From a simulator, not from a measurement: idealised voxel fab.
Title: Process Module voxel spacer lines
We display cut, a cross-section 255 nm in width whose square cells are each 5 nm.
The cross-sections in this document take the form of a grid made of square cells. They are written out as bands, in order from top to bottom. Each band consists of one or more rows of cells. Basically the band line says how high the top is and how high the bottom is, in nm, and then what's in it from left to right, every material with its width in nm. Empty space shows up as "blank", and if a single material carries "throughout" it runs the full band edge to edge. A quick word on heights: they are counted from 0, and under that level the wafer as it came to us is one material throughout. The lowest band is different from the rest in having no bottom; it simply continues downward, written as in "0..down". A width such as "30..40" changes by the same amount from each row of cells to the next, from the band's top row to its bottom row. Step marked "left unchanged"? Then no cell in the cross-section changed in it. If an empty space has no open way to the top and is at least 8 cells in size, "Encapsulated voids" lists it, written width x height at distance, where distance is measured from the left edge and every value is in nm. Text after the settings on a step's line: the simulator's own remark on that step. overlay nm: right-of-plan distance of the mask on a masked step; negative values mean left-of-plan.

Below is the list of planned process steps:
| 1 | RECEIVE with material Si |
| 2 | CONFORMAL_DEP with material Al2O3, thk nm 10 |
| 3 | DIRECTIONAL_DEP with material polySi, thk nm 15 |
| 4 | DIRECTIONAL_DEP with material aC, thk nm 20 |
| 5 | PATTERN with tone cover, mask id MANDREL, material resist, width nm 25, pitch nm 70, thk nm 25, overlay nm 0 |
| 6 | DIRECTIONAL_ETCH with etch materials aC, depth nm 20 |
| 7 | STRIP with etch materials resist |
| 8 | CONFORMAL_DEP with material SiO2, thk nm 10 |
| 9 | DIRECTIONAL_ETCH with etch materials SiO2, depth nm 10 |
| 10 | STRIP with etch materials aC |
| 11 | DIRECTIONAL_ETCH with etch materials polySi, depth nm 15 |
| 12 | STRIP with etch materials SiO2 |
| 13 | FILL_DEP with material lowk, thk nm 10 |
| 14 | CMP with height nm 25 |

Received-state cross-section, reflecting completion of step 1:
- 0..down  Si throughout
- Encapsulated voids: none

Cross-section: first of two wafers, module finished, run according to plan:
- 25..10  lowk 70; polySi 10; lowk 25; polySi 10; lowk 25; polySi 10; lowk 25; polySi 10; lowk 70
- 10..0  Al2O3 throughout
- 0..down  Si throughout
- Encapsulated voids: none

Cross-section, second wafer: same start as the first, same plan as the first, one mistake in running it; taken at the end of the module:
- 25..10  lowk 80; polySi 10; lowk 5; polySi 10; lowk 45; polySi 10; lowk 5; polySi 10; lowk 80
- 10..0  Al2O3 throughout
- 0..down  Si throughout
- Encapsulated voids: none
The plan and the run diverged here: step 5 off recipe, ran as PATTERN with tone open, mask id MANDREL, material resist, width nm 25, pitch nm 70, thk nm 25, overlay nm 0
Same inventory, different map: at the end, the second wafer holds as many cells of each material as the first, placed elsewhere.
